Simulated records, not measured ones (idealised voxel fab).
Process module in this document: voxel air gaps
Pictured: cross-section cut, 235 nm wide, on a grid of 5 nm square cells.
Think of the cross-section as a grid of square cells. We describe it in bands, top to bottom, and each band covers one or more rows of those cells. Heights first: top, then bottom, in nm. Then materials, left to right, each with a width in nm. "edge to edge" on a single material: fills the band edge to edge. "air": empty space. It should be noted that heights are counted from 0, beneath which the wafer as supplied is of one material throughout, and that the lowest band possesses no lower boundary but continues downward, as written in "0 down". Quick explanation for "30..40": the width changes in equal steps down the rows of cells, from the first number in the band's top row to the second number in its bottom row. "all unchanged" means the step left every cell of the cross-section as it was. Each empty space that has no open way to the top and spans at least 8 cells appears under "Catalogued sealed voids" as width x height at distance, the distance counted from the left edge, all in nm. It should be noted that, on the line of a given step, the content following the step's settings is a remark produced by the simulator itself with respect to that step. overlay nm, on a step with a mask: how far to the right of its planned place the mask lay; to the left if negative. Everything after this point is organized in pairs: a cross-section before one process step, a cross-section after it that shows only as deep as the lowest changed band, and, under the pair, the intervening step with its settings. Because different runs of this module on the same starting wafer can supply different pairs, a pair continues from the pair above it only if its entry headed "Snapshot before" says so.

### Snapshot before
	0 down | Si edge to edge
	Catalogued sealed voids: none

### after
	15 to 0 | SiO2 edge to edge
	below 0: unchanged
	Catalogued sealed voids: none
Going from the before section above to the after section, the step was CONFORMAL_DEP | material SiO2 | thk nm 15

Snapshot before: the wafer arrives at this step looking as the after cross-section in the pair just above shows it.

### after
	20 to 15 | SiCN edge to edge
	below 15: unchanged
	Catalogued sealed voids: none
Going from the before section above to the after section, the step was CONFORMAL_DEP | material SiCN | thk nm 5

Snapshot before: the wafer arrives at this step looking as the after cross-section in the pair just above shows it.

### after
	55 to 20 | SiO2 edge to edge
	below 20: unchanged
	Catalogued sealed voids: none
Going from the before section above to the after section, the step was DIRECTIONAL_DEP | material SiO2 | thk nm 35

Snapshot before: the wafer arrives at this step looking as the after cross-section in the pair just above shows it.

### after
	55 to 20 | 55 nm SiO2 | 25 nm air | 25 nm SiO2 | 25 nm air | 25 nm SiO2 | 25 nm air | 55 nm SiO2
	below 20: unchanged
	Catalogued sealed voids: none
Going from the before section above to the after section, the step was MASKED_ETCH | tone open | mask id LINES | width nm 25 | pitch nm 50 | etch materials SiO2 | depth nm 35 | overlay nm 0

Snapshot before: the wafer arrives at this step looking as the after cross-section in the pair just above shows it.

### after
	60 to 55 | 60 nm TiN | 15 nm air | 35 nm TiN | 15 nm air | 35 nm TiN | 15 nm air | 60 nm TiN
	55 to 25 | 55 nm SiO2 | 5 nm TiN | 15 nm air | 5 nm TiN | 25 nm SiO2 | 5 nm TiN | 15 nm air | 5 nm TiN | 25 nm SiO2 | 5 nm TiN | 15 nm air | 5 nm TiN | 55 nm SiO2
	25 to 20 | 55 nm SiO2 | 25 nm TiN | 25 nm SiO2 | 25 nm TiN | 25 nm SiO2 | 25 nm TiN | 55 nm SiO2
	below 20: unchanged
	Catalogued sealed voids: none
Going from the before section above to the after section, the step was CONFORMAL_DEP | material TiN | thk nm 5

Snapshot before: the wafer arrives at this step looking as the after cross-section in the pair just above shows it.

### after
	70 to 60 | W edge to edge
	60 to 55 | 60 nm TiN | 15 nm W | 35 nm TiN | 15 nm W | 35 nm TiN | 15 nm W | 60 nm TiN
	55 to 25 | 55 nm SiO2 | 5 nm TiN | 15 nm W | 5 nm TiN | 25 nm SiO2 | 5 nm TiN | 15 nm W | 5 nm TiN | 25 nm SiO2 | 5 nm TiN | 15 nm W | 5 nm TiN | 55 nm SiO2
	below 25: unchanged
	Catalogued sealed voids: none
Going from the before section above to the after section, the step was FILL_DEP | material W | thk nm 10

Snapshot before: the wafer arrives at this step looking as the after cross-section in the pair just above shows it.

### after
	55 to 25 | 55 nm SiO2 | 5 nm TiN | 15 nm W | 5 nm TiN | 25 nm SiO2 | 5 nm TiN | 15 nm W | 5 nm TiN | 25 nm SiO2 | 5 nm TiN | 15 nm W | 5 nm TiN | 55 nm SiO2
	below 25: unchanged
	Catalogued sealed voids: none
Going from the before section above to the after section, the step was CMP | height nm 55

Snapshot before: the wafer arrives at this step looking as the after cross-section in the pair just above shows it.

### after
	65 to 55 | 45 nm air | 45 nm Ru | 5 nm air | 45 nm Ru | 5 nm air | 45 nm Ru | 45 nm air
	below 55: unchanged
	Catalogued sealed voids: none
Going from the before section above to the after section, the step was EPI | material Ru | thk nm 10

Snapshot before: the wafer arrives at this step looking as the after cross-section in the pair just above shows it.

### after
	65 to 55 | 45 nm air | 45 nm Ru | 5 nm air | 45 nm Ru | 5 nm air | 45 nm Ru | 45 nm air
	55 to 25 | 55 nm air | 5 nm TiN | 15 nm W | 5 nm TiN | 25 nm air | 5 nm TiN | 15 nm W | 5 nm TiN | 25 nm air | 5 nm TiN | 15 nm W | 5 nm TiN | 55 nm air
	25 to 20 | 55 nm air | 25 nm TiN | 25 nm air | 25 nm TiN | 25 nm air | 25 nm TiN | 55 nm air
	below 20: unchanged
	Catalogued sealed voids: none
Going from the before section above to the after section, the step was SELECTIVE_ETCH | etch materials SiO2 | depth nm 45

Snapshot before: the wafer arrives at this step looking as the after cross-section in the pair just above shows it.

### after
	70 to 65 | 40 nm air | 155 nm SiCN | 40 nm air
	65 to 55 | 40 nm air | 5 nm SiCN | 45 nm Ru | 5 nm SiCN | 45 nm Ru | 5 nm SiCN | 45 nm Ru | 5 nm SiCN | 40 nm air
	55 to 50 | 40 nm air | 15 nm SiCN | 5 nm TiN | 15 nm W | 5 nm TiN | 25 nm SiCN | 5 nm TiN | 15 nm W | 5 nm TiN | 25 nm SiCN | 5 nm TiN | 15 nm W | 5 nm TiN | 15 nm SiCN | 40 nm air
	50 to 25 | 50 nm air | 5 nm SiCN | 5 nm TiN | 15 nm W | 5 nm TiN | 5 nm SiCN | 15 nm air | 5 nm SiCN | 5 nm TiN | 15 nm W | 5 nm TiN | 5 nm SiCN | 15 nm air | 5 nm SiCN | 5 nm TiN | 15 nm W | 5 nm TiN | 5 nm SiCN | 50 nm air
	25 to 20 | 55 nm SiCN | 25 nm TiN | 25 nm SiCN | 25 nm TiN | 25 nm SiCN | 25 nm TiN | 55 nm SiCN
	below 20: unchanged
	Catalogued sealed voids: 15 x 25 at 85; 15 x 25 at 135
Going from the before section above to the after section, the step was CONFORMAL_DEP | material SiCN | thk nm 5

### Snapshot before
	70 to 60 | W edge to edge
	60 to 55 | 60 nm TiN | 15 nm W | 35 nm TiN | 15 nm W | 35 nm TiN | 15 nm W | 60 nm TiN
	55 to 25 | 55 nm SiO2 | 5 nm TiN | 15 nm W | 5 nm TiN | 25 nm SiO2 | 5 nm TiN | 15 nm W | 5 nm TiN | 25 nm SiO2 | 5 nm TiN | 15 nm W | 5 nm TiN | 55 nm SiO2
	25 to 20 | 55 nm SiO2 | 25 nm TiN | 25 nm SiO2 | 25 nm TiN | 25 nm SiO2 | 25 nm TiN | 55 nm SiO2
	20 to 15 | SiCN edge to edge
	15 to 0 | SiO2 edge to edge
	0 down | Si edge to edge
	Catalogued sealed voids: none

### after
	80 to 70 | Ru edge to edge
	below 70: unchanged
	Catalogued sealed voids: none
Going from the before section above to the after section, the step was EPI | material Ru | thk nm 10

Snapshot before: the wafer arrives at this step looking as the after cross-section in the pair just above shows it.

### after
	85 to 80 | SiCN edge to edge
	below 80: unchanged
	Catalogued sealed voids: none
Going from the before section above to the after section, the step was CONFORMAL_DEP | material SiCN | thk nm 5

### Snapshot before
	65 to 55 | 45 nm air | 45 nm Ru | 5 nm air | 45 nm Ru | 5 nm air | 45 nm Ru | 45 nm air
	55 to 25 | 55 nm SiO2 | 5 nm TiN | 15 nm W | 5 nm TiN | 25 nm SiO2 | 5 nm TiN | 15 nm W | 5 nm TiN | 25 nm SiO2 | 5 nm TiN | 15 nm W | 5 nm TiN | 55 nm SiO2
	25 to 20 | 55 nm SiO2 | 25 nm TiN | 25 nm SiO2 | 25 nm TiN | 25 nm SiO2 | 25 nm TiN | 55 nm SiO2
	20 to 15 | SiCN edge to edge
	15 to 0 | SiO2 edge to edge
	0 down | Si edge to edge
	Catalogued sealed voids: none

### after
	75 to 55 | 35 nm air | 165 nm Ru | 35 nm air
	below 55: unchanged
	Catalogued sealed voids: none
Going from the before section above to the after section, the step was EPI | material Ru | thk nm 10

Snapshot before: the wafer arrives at this step looking as the after cross-section in the pair just above shows it.

### after
	75 to 55 | 35 nm air | 165 nm Ru | 35 nm air
	55 to 25 | 55 nm air | 5 nm TiN | 15 nm W | 5 nm TiN | 25 nm SiO2 | 5 nm TiN | 15 nm W | 5 nm TiN | 25 nm SiO2 | 5 nm TiN | 15 nm W | 5 nm TiN | 55 nm air
	25 to 20 | 55 nm air | 25 nm TiN | 25 nm SiO2 | 25 nm TiN | 25 nm SiO2 | 25 nm TiN | 55 nm air
	below 20: unchanged
	Catalogued sealed voids: none
Going from the before section above to the after section, the step was SELECTIVE_ETCH | etch materials SiO2 | depth nm 45

Snapshot before: the wafer arrives at this step looking as the after cross-section in the pair just above shows it.

### after
	80 to 75 | 30 nm air | 175 nm SiCN | 30 nm air
	75 to 55 | 30 nm air | 5 nm SiCN | 165 nm Ru | 5 nm SiCN | 30 nm air
	55 to 50 | 30 nm air | 25 nm SiCN | 5 nm TiN | 15 nm W | 5 nm TiN | 25 nm SiO2 | 5 nm TiN | 15 nm W | 5 nm TiN | 25 nm SiO2 | 5 nm TiN | 15 nm W | 5 nm TiN | 25 nm SiCN | 30 nm air
	50 to 25 | 50 nm air | 5 nm SiCN | 5 nm TiN | 15 nm W | 5 nm TiN | 25 nm SiO2 | 5 nm TiN | 15 nm W | 5 nm TiN | 25 nm SiO2 | 5 nm TiN | 15 nm W | 5 nm TiN | 5 nm SiCN | 50 nm air
	25 to 20 | 55 nm SiCN | 25 nm TiN | 25 nm SiO2 | 25 nm TiN | 25 nm SiO2 | 25 nm TiN | 55 nm SiCN
	below 20: unchanged
	Catalogued sealed voids: none
Going from the before section above to the after section, the step was CONFORMAL_DEP | material SiCN | thk nm 5

### Snapshot before
	55 to 25 | 55 nm SiO2 | 5 nm TiN | 15 nm W | 5 nm TiN | 25 nm SiO2 | 5 nm TiN | 15 nm W | 5 nm TiN | 25 nm SiO2 | 5 nm TiN | 15 nm W | 5 nm TiN | 55 nm SiO2
	25 to 20 | 55 nm SiO2 | 25 nm TiN | 25 nm SiO2 | 25 nm TiN | 25 nm SiO2 | 25 nm TiN | 55 nm SiO2
	20 to 15 | SiCN edge to edge
	15 to 0 | SiO2 edge to edge
	0 down | Si edge to edge
	Catalogued sealed voids: none

### after
	55 to 25 | 55 nm air | 5 nm TiN | 15 nm W | 5 nm TiN | 25 nm air | 5 nm TiN | 15 nm W | 5 nm TiN | 25 nm air | 5 nm TiN | 15 nm W | 5 nm TiN | 55 nm air
	25 to 20 | 55 nm air | 25 nm TiN | 25 nm air | 25 nm TiN | 25 nm air | 25 nm TiN | 55 nm air
	below 20: unchanged
	Catalogued sealed voids: none
Going from the before section above to the after section, the step was SELECTIVE_ETCH | etch materials SiO2 | depth nm 45

Snapshot before: the wafer arrives at this step looking as the after cross-section in the pair just above shows it.

### after
	65 to 55 | 45 nm air | 45 nm Ru | 5 nm air | 45 nm Ru | 5 nm air | 45 nm Ru | 45 nm air
	55 to 25 | 45 nm air | 10 nm Ru | 5 nm TiN | 15 nm W | 5 nm TiN | 10 nm Ru | 5 nm air | 10 nm Ru | 5 nm TiN | 15 nm W | 5 nm TiN | 10 nm Ru | 5 nm air | 10 nm Ru | 5 nm TiN | 15 nm W | 5 nm TiN | 10 nm Ru | 45 nm air
	25 to 20 | 45 nm air | 10 nm Ru | 25 nm TiN | 10 nm Ru | 5 nm air | 10 nm Ru | 25 nm TiN | 10 nm Ru | 5 nm air | 10 nm Ru | 25 nm TiN | 10 nm Ru | 45 nm air
	below 20: unchanged
	Catalogued sealed voids: none
Going from the before section above to the after section, the step was EPI | material Ru | thk nm 10

Snapshot before: the wafer arrives at this step looking as the after cross-section in the pair just above shows it.

### after
	70 to 65 | 40 nm air | 155 nm SiCN | 40 nm air
	65 to 55 | 40 nm air | 5 nm SiCN | 45 nm Ru | 5 nm SiCN | 45 nm Ru | 5 nm SiCN | 45 nm Ru | 5 nm SiCN | 40 nm air
	55 to 25 | 40 nm air | 5 nm SiCN | 10 nm Ru | 5 nm TiN | 15 nm W | 5 nm TiN | 10 nm Ru | 5 nm SiCN | 10 nm Ru | 5 nm TiN | 15 nm W | 5 nm TiN | 10 nm Ru | 5 nm SiCN | 10 nm Ru | 5 nm TiN | 15 nm W | 5 nm TiN | 10 nm Ru | 5 nm SiCN | 40 nm air
	25 to 20 | 45 nm SiCN | 10 nm Ru | 25 nm TiN | 10 nm Ru | 5 nm SiCN | 10 nm Ru | 25 nm TiN | 10 nm Ru | 5 nm SiCN | 10 nm Ru | 25 nm TiN | 10 nm Ru | 45 nm SiCN
	below 20: unchanged
	Catalogued sealed voids: none
Going from the before section above to the after section, the step was CONFORMAL_DEP | material SiCN | thk nm 5

### Snapshot before
	70 to 60 | W edge to edge
	60 to 55 | 60 nm TiN | 15 nm W | 35 nm TiN | 15 nm W | 35 nm TiN | 15 nm W | 60 nm TiN
	55 to 25 | 55 nm SiO2 | 5 nm TiN | 15 nm W | 5 nm TiN | 25 nm SiO2 | 5 nm TiN | 15 nm W | 5 nm TiN | 25 nm SiO2 | 5 nm TiN | 15 nm W | 5 nm TiN | 55 nm SiO2
	25 to 20 | 55 nm SiO2 | 25 nm TiN | 25 nm SiO2 | 25 nm TiN | 25 nm SiO2 | 25 nm TiN | 55 nm SiO2
	20 to 15 | SiCN edge to edge
	15 to 0 | SiO2 edge to edge
	0 down | Si edge to edge
	Catalogued sealed voids: none

### after
	65 to 60 | W edge to edge
	below 60: unchanged
	Catalogued sealed voids: none
Going from the before section above to the after section, the step was CMP | height nm 65

Snapshot before: the wafer arrives at this step looking as the after cross-section in the pair just above shows it.

### after
	75 to 65 | Ru edge to edge
	below 65: unchanged
	Catalogued sealed voids: none
Going from the before section above to the after section, the step was EPI | material Ru | thk nm 10

Snapshot before: the wafer arrives at this step looking as the after cross-section in the pair just above shows it.

### after
	80 to 75 | SiCN edge to edge
	below 75: unchanged
	Catalogued sealed voids: none
Going from the before section above to the after section, the step was CONFORMAL_DEP | material SiCN | thk nm 5

### Snapshot before
	55 to 20 | SiO2 edge to edge
	20 to 15 | SiCN edge to edge
	15 to 0 | SiO2 edge to edge
	0 down | Si edge to edge
	Catalogued sealed voids: none

### after
	55 to 20 | 60 nm SiO2 | 20 nm air | 30 nm SiO2 | 20 nm air | 30 nm SiO2 | 20 nm air | 55 nm SiO2
	below 20: unchanged
	Catalogued sealed voids: none
Going from the before section above to the after section, the step was MASKED_ETCH | tone open | mask id LINES | width nm 20 | pitch nm 50 | etch materials SiO2 | depth nm 35 | overlay nm 0

Snapshot before: the wafer arrives at this step looking as the after cross-section in the pair just above shows it.

### after
	60 to 55 | 65 nm TiN | 10 nm air | 40 nm TiN | 10 nm air | 40 nm TiN | 10 nm air | 60 nm TiN
	55 to 25 | 60 nm SiO2 | 5 nm TiN | 10 nm air | 5 nm TiN | 30 nm SiO2 | 5 nm TiN | 10 nm air | 5 nm TiN | 30 nm SiO2 | 5 nm TiN | 10 nm air | 5 nm TiN | 55 nm SiO2
	25 to 20 | 60 nm SiO2 | 20 nm TiN | 30 nm SiO2 | 20 nm TiN | 30 nm SiO2 | 20 nm TiN | 55 nm SiO2
	below 20: unchanged
	Catalogued sealed voids: none
Going from the before section above to the after section, the step was CONFORMAL_DEP | material TiN | thk nm 5

Snapshot before: the wafer arrives at this step looking as the after cross-section in the pair just above shows it.

### after
	70 to 60 | W edge to edge
	60 to 55 | 65 nm TiN | 10 nm W | 40 nm TiN | 10 nm W | 40 nm TiN | 10 nm W | 60 nm TiN
	55 to 25 | 60 nm SiO2 | 5 nm TiN | 10 nm W | 5 nm TiN | 30 nm SiO2 | 5 nm TiN | 10 nm W | 5 nm TiN | 30 nm SiO2 | 5 nm TiN | 10 nm W | 5 nm TiN | 55 nm SiO2
	below 25: unchanged
	Catalogued sealed voids: none
Going from the before section above to the after section, the step was FILL_DEP | material W | thk nm 10

Snapshot before: the wafer arrives at this step looking as the after cross-section in the pair just above shows it.

### after
	55 to 25 | 60 nm SiO2 | 5 nm TiN | 10 nm W | 5 nm TiN | 30 nm SiO2 | 5 nm TiN | 10 nm W | 5 nm TiN | 30 nm SiO2 | 5 nm TiN | 10 nm W | 5 nm TiN | 55 nm SiO2
	below 25: unchanged
	Catalogued sealed voids: none
Going from the before section above to the after section, the step was CMP | height nm 55

Snapshot before: the wafer arrives at this step looking as the after cross-section in the pair just above shows it.

### after
	65 to 55 | 50 nm air | 40 nm Ru | 10 nm air | 40 nm Ru | 10 nm air | 40 nm Ru | 45 nm air
	below 55: unchanged
	Catalogued sealed voids: none
Going from the before section above to the after section, the step was EPI | material Ru | thk nm 10

Snapshot before: the wafer arrives at this step looking as the after cross-section in the pair just above shows it.

### after
	65 to 55 | 50 nm air | 40 nm Ru | 10 nm air | 40 nm Ru | 10 nm air | 40 nm Ru | 45 nm air
	55 to 25 | 60 nm air | 5 nm TiN | 10 nm W | 5 nm TiN | 30 nm air | 5 nm TiN | 10 nm W | 5 nm TiN | 30 nm air | 5 nm TiN | 10 nm W | 5 nm TiN | 55 nm air
	25 to 20 | 60 nm air | 20 nm TiN | 30 nm air | 20 nm TiN | 30 nm air | 20 nm TiN | 55 nm air
	below 20: unchanged
	Catalogued sealed voids: none
Going from the before section above to the after section, the step was SELECTIVE_ETCH | etch materials SiO2 | depth nm 45

Snapshot before: the wafer arrives at this step looking as the after cross-section in the pair just above shows it.

### after
	70 to 65 | 45 nm air | 150 nm SiCN | 40 nm air
	65 to 55 | 45 nm air | 5 nm SiCN | 40 nm Ru | 10 nm SiCN | 40 nm Ru | 10 nm SiCN | 40 nm Ru | 5 nm SiCN | 40 nm air
	55 to 50 | 45 nm air | 15 nm SiCN | 5 nm TiN | 10 nm W | 5 nm TiN | 30 nm SiCN | 5 nm TiN | 10 nm W | 5 nm TiN | 30 nm SiCN | 5 nm TiN | 10 nm W | 5 nm TiN | 15 nm SiCN | 40 nm air
	50 to 25 | 55 nm air | 5 nm SiCN | 5 nm TiN | 10 nm W | 5 nm TiN | 5 nm SiCN | 20 nm air | 5 nm SiCN | 5 nm TiN | 10 nm W | 5 nm TiN | 5 nm SiCN | 20 nm air | 5 nm SiCN | 5 nm TiN | 10 nm W | 5 nm TiN | 5 nm SiCN | 50 nm air
	25 to 20 | 60 nm SiCN | 20 nm TiN | 30 nm SiCN | 20 nm TiN | 30 nm SiCN | 20 nm TiN | 55 nm SiCN
	below 20: unchanged
	Catalogued sealed voids: 20 x 25 at 85; 20 x 25 at 135
Going from the before section above to the after section, the step was CONFORMAL_DEP | material SiCN | thk nm 5

### Snapshot before
	55 to 20 | SiO2 edge to edge
	20 to 15 | SiCN edge to edge
	15 to 0 | SiO2 edge to edge
	0 down | Si edge to edge
	Catalogued sealed voids: none

### after
	55 to 20 | 60 nm SiO2 | 25 nm air | 25 nm SiO2 | 25 nm air | 25 nm SiO2 | 25 nm air | 50 nm SiO2
	below 20: unchanged
	Catalogued sealed voids: none
Going from the before section above to the after section, the step was MASKED_ETCH | tone open | mask id LINES | width nm 25 | pitch nm 50 | etch materials SiO2 | depth nm 35 | overlay nm 5

Snapshot before: the wafer arrives at this step looking as the after cross-section in the pair just above shows it.

### after
	60 to 55 | 65 nm TiN | 15 nm air | 35 nm TiN | 15 nm air | 35 nm TiN | 15 nm air | 55 nm TiN
	55 to 25 | 60 nm SiO2 | 5 nm TiN | 15 nm air | 5 nm TiN | 25 nm SiO2 | 5 nm TiN | 15 nm air | 5 nm TiN | 25 nm SiO2 | 5 nm TiN | 15 nm air | 5 nm TiN | 50 nm SiO2
	25 to 20 | 60 nm SiO2 | 25 nm TiN | 25 nm SiO2 | 25 nm TiN | 25 nm SiO2 | 25 nm TiN | 50 nm SiO2
	below 20: unchanged
	Catalogued sealed voids: none
Going from the before section above to the after section, the step was CONFORMAL_DEP | material TiN | thk nm 5

Snapshot before: the wafer arrives at this step looking as the after cross-section in the pair just above shows it.

### after
	70 to 60 | W edge to edge
	60 to 55 | 65 nm TiN | 15 nm W | 35 nm TiN | 15 nm W | 35 nm TiN | 15 nm W | 55 nm TiN
	55 to 25 | 60 nm SiO2 | 5 nm TiN | 15 nm W | 5 nm TiN | 25 nm SiO2 | 5 nm TiN | 15 nm W | 5 nm TiN | 25 nm SiO2 | 5 nm TiN | 15 nm W | 5 nm TiN | 50 nm SiO2
	below 25: unchanged
	Catalogued sealed voids: none
Going from the before section above to the after section, the step was FILL_DEP | material W | thk nm 10

Snapshot before: the wafer arrives at this step looking as the after cross-section in the pair just above shows it.

### after
	55 to 25 | 60 nm SiO2 | 5 nm TiN | 15 nm W | 5 nm TiN | 25 nm SiO2 | 5 nm TiN | 15 nm W | 5 nm TiN | 25 nm SiO2 | 5 nm TiN | 15 nm W | 5 nm TiN | 50 nm SiO2
	below 25: unchanged
	Catalogued sealed voids: none
Going from the before section above to the after section, the step was CMP | height nm 55

Snapshot before: the wafer arrives at this step looking as the after cross-section in the pair just above shows it.

### after
	65 to 55 | 50 nm air | 45 nm Ru | 5 nm air | 45 nm Ru | 5 nm air | 45 nm Ru | 40 nm air
	below 55: unchanged
	Catalogued sealed voids: none
Going from the before section above to the after section, the step was EPI | material Ru | thk nm 10

Snapshot before: the wafer arrives at this step looking as the after cross-section in the pair just above shows it.

### after
	65 to 55 | 50 nm air | 45 nm Ru | 5 nm air | 45 nm Ru | 5 nm air | 45 nm Ru | 40 nm air
	55 to 25 | 60 nm air | 5 nm TiN | 15 nm W | 5 nm TiN | 25 nm air | 5 nm TiN | 15 nm W | 5 nm TiN | 25 nm air | 5 nm TiN | 15 nm W | 5 nm TiN | 50 nm air
	25 to 20 | 60 nm air | 25 nm TiN | 25 nm air | 25 nm TiN | 25 nm air | 25 nm TiN | 50 nm air
	below 20: unchanged
	Catalogued sealed voids: none
Going from the before section above to the after section, the step was SELECTIVE_ETCH | etch materials SiO2 | depth nm 45

Snapshot before: the wafer arrives at this step looking as the after cross-section in the pair just above shows it.

### after
	70 to 65 | 45 nm air | 155 nm SiCN | 35 nm air
	65 to 55 | 45 nm air | 5 nm SiCN | 45 nm Ru | 5 nm SiCN | 45 nm Ru | 5 nm SiCN | 45 nm Ru | 5 nm SiCN | 35 nm air
	55 to 50 | 45 nm air | 15 nm SiCN | 5 nm TiN | 15 nm W | 5 nm TiN | 25 nm SiCN | 5 nm TiN | 15 nm W | 5 nm TiN | 25 nm SiCN | 5 nm TiN | 15 nm W | 5 nm TiN | 15 nm SiCN | 35 nm air
	50 to 25 | 55 nm air | 5 nm SiCN | 5 nm TiN | 15 nm W | 5 nm TiN | 5 nm SiCN | 15 nm air | 5 nm SiCN | 5 nm TiN | 15 nm W | 5 nm TiN | 5 nm SiCN | 15 nm air | 5 nm SiCN | 5 nm TiN | 15 nm W | 5 nm TiN | 5 nm SiCN | 45 nm air
	25 to 20 | 60 nm SiCN | 25 nm TiN | 25 nm SiCN | 25 nm TiN | 25 nm SiCN | 25 nm TiN | 50 nm SiCN
	below 20: unchanged
	Catalogued sealed voids: 15 x 25 at 90; 15 x 25 at 140
Going from the before section above to the after section, the step was CONFORMAL_DEP | material SiCN | thk nm 5

### Snapshot before
	65 to 55 | 45 nm air | 45 nm Ru | 5 nm air | 45 nm Ru | 5 nm air | 45 nm Ru | 45 nm air
	55 to 25 | 55 nm air | 5 nm TiN | 15 nm W | 5 nm TiN | 25 nm air | 5 nm TiN | 15 nm W | 5 nm TiN | 25 nm air | 5 nm TiN | 15 nm W | 5 nm TiN | 55 nm air
	25 to 20 | 55 nm air | 25 nm TiN | 25 nm air | 25 nm TiN | 25 nm air | 25 nm TiN | 55 nm air
	20 to 15 | SiCN edge to edge
	15 to 0 | SiO2 edge to edge
	0 down | Si edge to edge
	Catalogued sealed voids: none

### after
	70 to 65 | 40 nm air | 155 nm W | 40 nm air
	65 to 55 | 40 nm air | 5 nm W | 45 nm Ru | 5 nm W | 45 nm Ru | 5 nm W | 45 nm Ru | 5 nm W | 40 nm air
	55 to 50 | 40 nm air | 15 nm W | 5 nm TiN | 15 nm W | 5 nm TiN | 25 nm W | 5 nm TiN | 15 nm W | 5 nm TiN | 25 nm W | 5 nm TiN | 15 nm W | 5 nm TiN | 15 nm W | 40 nm air
	50 to 25 | 50 nm air | 5 nm W | 5 nm TiN | 15 nm W | 5 nm TiN | 5 nm W | 15 nm air | 5 nm W | 5 nm TiN | 15 nm W | 5 nm TiN | 5 nm W | 15 nm air | 5 nm W | 5 nm TiN | 15 nm W | 5 nm TiN | 5 nm W | 50 nm air
	25 to 20 | 55 nm W | 25 nm TiN | 25 nm W | 25 nm TiN | 25 nm W | 25 nm TiN | 55 nm W
	below 20: unchanged
	Catalogued sealed voids: 15 x 25 at 85; 15 x 25 at 135
Going from the before section above to the after section, the step was CONFORMAL_DEP | material W | thk nm 5

### Snapshot before
	55 to 20 | SiO2 edge to edge
	20 to 15 | SiCN edge to edge
	15 to 0 | SiO2 edge to edge
	0 down | Si edge to edge
	Catalogued sealed voids: none

### after
	55 to 20 | 55 nm air | 25 nm SiO2 | 25 nm air | 25 nm SiO2 | 25 nm air | 25 nm SiO2 | 55 nm air
	below 20: unchanged
	Catalogued sealed voids: none
Going from the before section above to the after section, the step was MASKED_ETCH | tone cover | mask id LINES | width nm 25 | pitch nm 50 | etch materials SiO2 | depth nm 35 | overlay nm 0

Snapshot before: the wafer arrives at this step looking as the after cross-section in the pair just above shows it.

### after
	60 to 55 | 50 nm air | 35 nm TiN | 15 nm air | 35 nm TiN | 15 nm air | 35 nm TiN | 50 nm air
	55 to 25 | 50 nm air | 5 nm TiN | 25 nm SiO2 | 5 nm TiN | 15 nm air | 5 nm TiN | 25 nm SiO2 | 5 nm TiN | 15 nm air | 5 nm TiN | 25 nm SiO2 | 5 nm TiN | 50 nm air
	25 to 20 | 55 nm TiN | 25 nm SiO2 | 25 nm TiN | 25 nm SiO2 | 25 nm TiN | 25 nm SiO2 | 55 nm TiN
	below 20: unchanged
	Catalogued sealed voids: none
Going from the before section above to the after section, the step was CONFORMAL_DEP | material TiN | thk nm 5

Snapshot before: the wafer arrives at this step looking as the after cross-section in the pair just above shows it.

### after
	70 to 60 | W edge to edge
	60 to 55 | 50 nm W | 35 nm TiN | 15 nm W | 35 nm TiN | 15 nm W | 35 nm TiN | 50 nm W
	55 to 25 | 50 nm W | 5 nm TiN | 25 nm SiO2 | 5 nm TiN | 15 nm W | 5 nm TiN | 25 nm SiO2 | 5 nm TiN | 15 nm W | 5 nm TiN | 25 nm SiO2 | 5 nm TiN | 50 nm W
	below 25: unchanged
	Catalogued sealed voids: none
Going from the before section above to the after section, the step was FILL_DEP | material W | thk nm 10

Snapshot before: the wafer arrives at this step looking as the after cross-section in the pair just above shows it.

### after
	55 to 25 | 50 nm W | 5 nm TiN | 25 nm SiO2 | 5 nm TiN | 15 nm W | 5 nm TiN | 25 nm SiO2 | 5 nm TiN | 15 nm W | 5 nm TiN | 25 nm SiO2 | 5 nm TiN | 50 nm W
	below 25: unchanged
	Catalogued sealed voids: none
Going from the before section above to the after section, the step was CMP | height nm 55

Snapshot before: the wafer arrives at this step looking as the after cross-section in the pair just above shows it.

### after
	65 to 55 | 65 nm Ru | 5 nm air | 45 nm Ru | 5 nm air | 45 nm Ru | 5 nm air | 65 nm Ru
	below 55: unchanged
	Catalogued sealed voids: none
Going from the before section above to the after section, the step was EPI | material Ru | thk nm 10

Snapshot before: the wafer arrives at this step looking as the after cross-section in the pair just above shows it.

### after
	65 to 55 | 65 nm Ru | 5 nm air | 45 nm Ru | 5 nm air | 45 nm Ru | 5 nm air | 65 nm Ru
	55 to 25 | 50 nm W | 5 nm TiN | 25 nm air | 5 nm TiN | 15 nm W | 5 nm TiN | 25 nm air | 5 nm TiN | 15 nm W | 5 nm TiN | 25 nm air | 5 nm TiN | 50 nm W
	25 to 20 | 55 nm TiN | 25 nm air | 25 nm TiN | 25 nm air | 25 nm TiN | 25 nm air | 55 nm TiN
	below 20: unchanged
	Catalogued sealed voids: none
Going from the before section above to the after section, the step was SELECTIVE_ETCH | etch materials SiO2 | depth nm 45

Snapshot before: the wafer arrives at this step looking as the after cross-section in the pair just above shows it.

### after
	70 to 65 | SiCN edge to edge
	65 to 55 | 65 nm Ru | 5 nm SiCN | 45 nm Ru | 5 nm SiCN | 45 nm Ru | 5 nm SiCN | 65 nm Ru
	55 to 50 | 50 nm W | 5 nm TiN | 25 nm SiCN | 5 nm TiN | 15 nm W | 5 nm TiN | 25 nm SiCN | 5 nm TiN | 15 nm W | 5 nm TiN | 25 nm SiCN | 5 nm TiN | 50 nm W
	50 to 25 | 50 nm W | 5 nm TiN | 5 nm SiCN | 15 nm air | 5 nm SiCN | 5 nm TiN | 15 nm W | 5 nm TiN | 5 nm SiCN | 15 nm air | 5 nm SiCN | 5 nm TiN | 15 nm W | 5 nm TiN | 5 nm SiCN | 15 nm air | 5 nm SiCN | 5 nm TiN | 50 nm W
	25 to 20 | 55 nm TiN | 25 nm SiCN | 25 nm TiN | 25 nm SiCN | 25 nm TiN | 25 nm SiCN | 55 nm TiN
	below 20: unchanged
	Catalogued sealed voids: 15 x 25 at 60; 15 x 25 at 110; 15 x 25 at 160
Going from the before section above to the after section, the step was CONFORMAL_DEP | material SiCN | thk nm 5
